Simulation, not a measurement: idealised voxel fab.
voxel wiring stack: a process module
The width of the displayed cross-section, cut, is 250 nm; its cells are square, with a size of 5 nm.
A cross-section is written here as square cells arranged in a grid, and it is given in bands from the top down, each band taking up one or more rows of cells.
A band entry consists of two parts. The first gives the height of the band's top and the height of its bottom, in nm. The rest lists the band's materials from left to right, each with its width in nm. A single material labelled with the word "all across" fills the band from edge to edge, and the word "blank" marks empty space.
Height 0 is the level under which the wafer as received is all one material. The lowest band goes on downwards, as in "0 down".
Read "30->40" as a graded width: first number on top, second number at the bottom, same change between each pair of neighbouring rows.
"no change occurred" (step): cross-section cells unchanged, all of them.
The label "Closed internal cavities" introduces a list of the empty spaces, 8 cells or larger, that have no open way up to the top; each entry in it reads width x height at distance, where the distance is taken from the left edge and all three are stated in nm.
If you see something after the settings on a step's line, that's the simulator's own remark about that step.
Steps that use a mask can have "overlay nm" on their line. It says how far the mask sat to the right of where it was meant to be. Negative means to the left.

# The following list gives the planned process steps
| 1 | RECEIVE | material Si |
| 2 | CONFORMAL_DEP | material SiO2 | thk nm 15 |
| 3 | CONFORMAL_DEP | material SiN | thk nm 5 |
| 4 | DIRECTIONAL_DEP | material SiO2 | thk nm 15 |
| 5 | DIRECTIONAL_DEP | material aC | thk nm 15 |
| 6 | PATTERN | tone open | mask id METAL_1 | material resist | width nm 30 | pitch nm 60 | thk nm 30 | overlay nm 0 |
| 7 | DIRECTIONAL_ETCH | etch materials aC | depth nm 15 |
| 8 | STRIP | etch materials resist |
| 9 | DIRECTIONAL_ETCH | etch materials SiO2 | depth nm 15 |
| 10 | DIRECTIONAL_ETCH | etch materials SiN | depth nm 5 |
| 11 | STRIP | etch materials aC |
| 12 | CONFORMAL_DEP | material TiN | thk nm 5 |
| 13 | FILL_DEP | material Cu | thk nm 10 |
| 14 | CMP | height nm 35 |
| 15 | EPI | material Ru | thk nm 5 |
| 16 | FILL_DEP | material SiCN | thk nm 5 |
| 17 | DIRECTIONAL_DEP | material SiO2 | thk nm 10 |
| 18 | DIRECTIONAL_DEP | material aC | thk nm 15 |
| 19 | PATTERN | tone open | mask id PLUG_1 | material resist | width nm 15 | pitch nm 60 | thk nm 30 | overlay nm 0 |
| 20 | DIRECTIONAL_ETCH | etch materials aC | depth nm 15 |
| 21 | STRIP | etch materials resist |
| 22 | DIRECTIONAL_ETCH | etch materials SiO2 | depth nm 10 |
| 23 | DIRECTIONAL_ETCH | etch materials SiCN | depth nm 5 |
| 24 | STRIP | etch materials aC |
| 25 | EPI | material Ru | thk nm 10 |
| 26 | EPI | material Ru | thk nm 5 |
| 27 | CONFORMAL_DEP | material SiCN | thk nm 5 |
| 28 | DIRECTIONAL_DEP | material lowk | thk nm 20 |
| 29 | DIRECTIONAL_DEP | material aC | thk nm 15 |
| 30 | PATTERN | tone open | mask id METAL_2 | material resist | width nm 30 | pitch nm 60 | thk nm 30 | overlay nm 0 |
| 31 | DIRECTIONAL_ETCH | etch materials aC | depth nm 15 |
| 32 | STRIP | etch materials resist |
| 33 | DIRECTIONAL_ETCH | etch materials lowk | depth nm 20 |
| 34 | DIRECTIONAL_ETCH | etch materials SiCN | depth nm 5 |
| 35 | STRIP | etch materials aC |
| 36 | CONFORMAL_DEP | material TiN | thk nm 5 |
| 37 | FILL_DEP | material W | thk nm 10 |
| 38 | CMP | height nm 80 |
| 39 | CONFORMAL_DEP | material SiCN | thk nm 5 |
| 40 | DIRECTIONAL_DEP | material SiO2 | thk nm 30 |
| 41 | DIRECTIONAL_DEP | material aC | thk nm 15 |
| 42 | PATTERN | tone open | mask id METAL_3_HOLES | material resist | width nm 15 | pitch nm 60 | thk nm 35 | overlay nm 0 |
| 43 | DIRECTIONAL_ETCH | etch materials aC | depth nm 15 |
| 44 | STRIP | etch materials resist |
| 45 | DIRECTIONAL_ETCH | etch materials SiO2 | depth nm 30 |
| 46 | STRIP | etch materials aC |
| 47 | MASKED_ETCH | tone open | mask id METAL_3 | width nm 30 | pitch nm 60 | etch materials SiO2 | depth nm 15 | overlay nm 0 |
| 48 | MASKED_ETCH | tone open | mask id METAL_3 | width nm 30 | pitch nm 60 | etch materials SiCN | depth nm 5 | overlay nm 0 |
| 49 | CONFORMAL_DEP | material TiN | thk nm 5 |
| 50 | FILL_DEP | material Ru | thk nm 10 |
| 51 | CMP | height nm 115 |
| 52 | CONFORMAL_DEP | material SiCN | thk nm 5 |
| 53 | DIRECTIONAL_DEP | material lowk | thk nm 25 |
| 54 | PATTERN | tone open | mask id METAL_4_HOLES | material resist | width nm 15 | thk nm 15 | overlay nm 0 |
| 55 | DIRECTIONAL_ETCH | etch materials lowk | depth nm 25 |
| 56 | STRIP | etch materials resist |
| 57 | MASKED_ETCH | tone open | mask id METAL_4 | width nm 30 | pitch nm 60 | etch materials lowk | depth nm 15 | overlay nm 0 |
| 58 | MASKED_ETCH | tone open | mask id METAL_4 | width nm 30 | pitch nm 60 | etch materials SiCN | depth nm 5 | overlay nm 0 |
| 59 | CONFORMAL_DEP | material TiN | thk nm 5 |
| 60 | FILL_DEP | material Cu | thk nm 10 |
| 61 | CMP | height nm 145 |
| 62 | CONFORMAL_DEP | material SiCN | thk nm 5 |

# Cross-sectional view of the wafer in its as-received condition, corresponding to the state after step 1
0 down | Si all across
Closed internal cavities: none

# End state of the module in cross-section, given the above starting point and plan and one mistake in execution
150 to 145 | SiCN all across
145 to 135 | 80 of lowk, 5 of TiN, 20 of Cu, 5 of TiN, 30 of lowk, 5 of TiN, 20 of Cu, 5 of TiN, 80 of lowk
135 to 130 | 80 of lowk, 5 of TiN, 5 of Cu, 20 of TiN, 30 of lowk, 30 of TiN, 80 of lowk
130 to 120 | 80 of lowk, 5 of TiN, 5 of Cu, 5 of TiN, 155 of lowk
120 to 115 | 80 of SiCN, 15 of TiN, 155 of SiCN
115 to 105 | 80 of SiO2, 5 of TiN, 20 of Ru, 5 of TiN, 30 of SiO2, 5 of TiN, 20 of Ru, 5 of TiN, 80 of SiO2
105 to 100 | 80 of SiO2, 5 of TiN, 5 of Ru, 20 of TiN, 30 of SiO2, 5 of TiN, 5 of Ru, 20 of TiN, 80 of SiO2
100 to 85 | 80 of SiO2, 5 of TiN, 5 of Ru, 5 of TiN, 45 of SiO2, 5 of TiN, 5 of Ru, 5 of TiN, 95 of SiO2
85 to 80 | 80 of SiCN, 15 of TiN, 45 of SiCN, 15 of TiN, 95 of SiCN
80 to 65 | 80 of lowk, 5 of TiN, 20 of W, 5 of TiN, 30 of lowk, 5 of TiN, 20 of W, 5 of TiN, 80 of lowk
65 to 60 | 80 of SiCN, 30 of TiN, 30 of SiCN, 30 of TiN, 80 of SiCN
60 to 50 | 80 of SiO2, 5 of SiCN, 5 of TiN, 5 of SiCN, 45 of SiO2, 5 of SiCN, 5 of TiN, 5 of SiCN, 95 of SiO2
50 to 45 | SiO2 all across
45 to 40 | SiCN all across
40 to 35 | 75 of SiCN, 40 of Ru, 20 of SiCN, 40 of Ru, 75 of SiCN
35 to 20 | 80 of SiO2, 5 of TiN, 20 of Cu, 5 of TiN, 30 of SiO2, 5 of TiN, 20 of Cu, 5 of TiN, 80 of SiO2
20 to 15 | 80 of SiN, 30 of TiN, 30 of SiN, 30 of TiN, 80 of SiN
15 to 0 | SiO2 all across
0 down | Si all across
Closed internal cavities: none
So what did we get wrong on this run? step 17 went in with a setting other than planned; the actual run was DIRECTIONAL_DEP | material SiO2 | thk nm 15
